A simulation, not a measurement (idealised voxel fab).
Name of the process module below: voxel ribs on slabs
In the cross-section labelled cut, the width is 285 nm and each square cell is 5 nm.
Cross-section, as written here: a square-cell grid given band by band from the top down, where a band holds one or more rows of cells.
Top height, bottom height, nm. Materials left to right, width each, nm. Single material + "edge to edge" = fills band edge to edge. "air" = empty.
Heights are expressed relative to 0, this being the level below which the as-received wafer comprises one material exclusively. The lowest band is unbounded in the downward direction and is denoted as in "0 and below".
Top row gets the first number, bottom row gets the second, and each row in between changes by the same step: that is how a band width like "30..40" works.
"nothing changed" for a step: no cell of the cross-section changed in that step.
"Cavities, closed" contains a list of empty spaces, each no smaller than 8 cells and without an open way to the top, written in the form width x height at distance with the distance from the left edge and all three in nm.
It should be noted that, on the line of a given step, the content following the step's settings is a remark produced by the simulator itself with respect to that step.
Regarding "overlay nm": on a step with a mask, it is the distance the mask lay to the right of its planned place; a negative value places it to the left.
## Steps in the process plan
step 1: RECEIVE with material Si
step 2: DIRECTIONAL_DEP with material SiO2, thk nm 20
step 3: DIRECTIONAL_DEP with material polySi, thk nm 25
step 4: DIRECTIONAL_DEP with material aC, thk nm 15
step 5: PATTERN with tone cover, mask id RIB, material resist, width nm 20, thk nm 35, overlay nm 0
step 6: DIRECTIONAL_ETCH with etch materials aC, depth nm 15
step 7: STRIP with etch materials resist
step 8: DIRECTIONAL_ETCH with etch materials polySi, depth nm 20
step 9: STRIP with etch materials aC
step 10: MASKED_ETCH with tone cover, mask id SLAB, width nm 60, etch materials polySi, depth nm 5, overlay nm 0
step 11: FILL_DEP with material SiO2, thk nm 25
step 12: CMP with height nm 60
step 13: DIRECTIONAL_DEP with material W, thk nm 10
step 14: DIRECTIONAL_DEP with material aC, thk nm 15
step 15: PATTERN with tone cover, mask id HEATER, material resist, width nm 30, thk nm 35, overlay nm 0
step 16: DIRECTIONAL_ETCH with etch materials aC, depth nm 15
step 17: STRIP with etch materials resist
step 18: DIRECTIONAL_ETCH with etch materials W, depth nm 10
step 19: STRIP with etch materials aC
step 20: CONFORMAL_DEP with material SiO2, thk nm 10
## Wafer at receipt (post step 1), cross-section
> 0 and below = Si edge to edge
> Cavities, closed: none
## Same starting wafer, same plan as above, one mistake in the execution; this is the cross-section at the end of the module
> 70 down to 60 = air: 125 | W: 30 | air: 130
> 60 down to 45 = SiO2 edge to edge
> 45 down to 25 = SiO2: 130 | polySi: 20 | SiO2: 135
> 25 down to 20 = SiO2: 110 | polySi: 60 | SiO2: 115
> 20 down to 0 = SiO2 edge to edge
> 0 and below = Si edge to edge
> Cavities, closed: none
Run error: step 20 of the plan did not run at all; it was left out
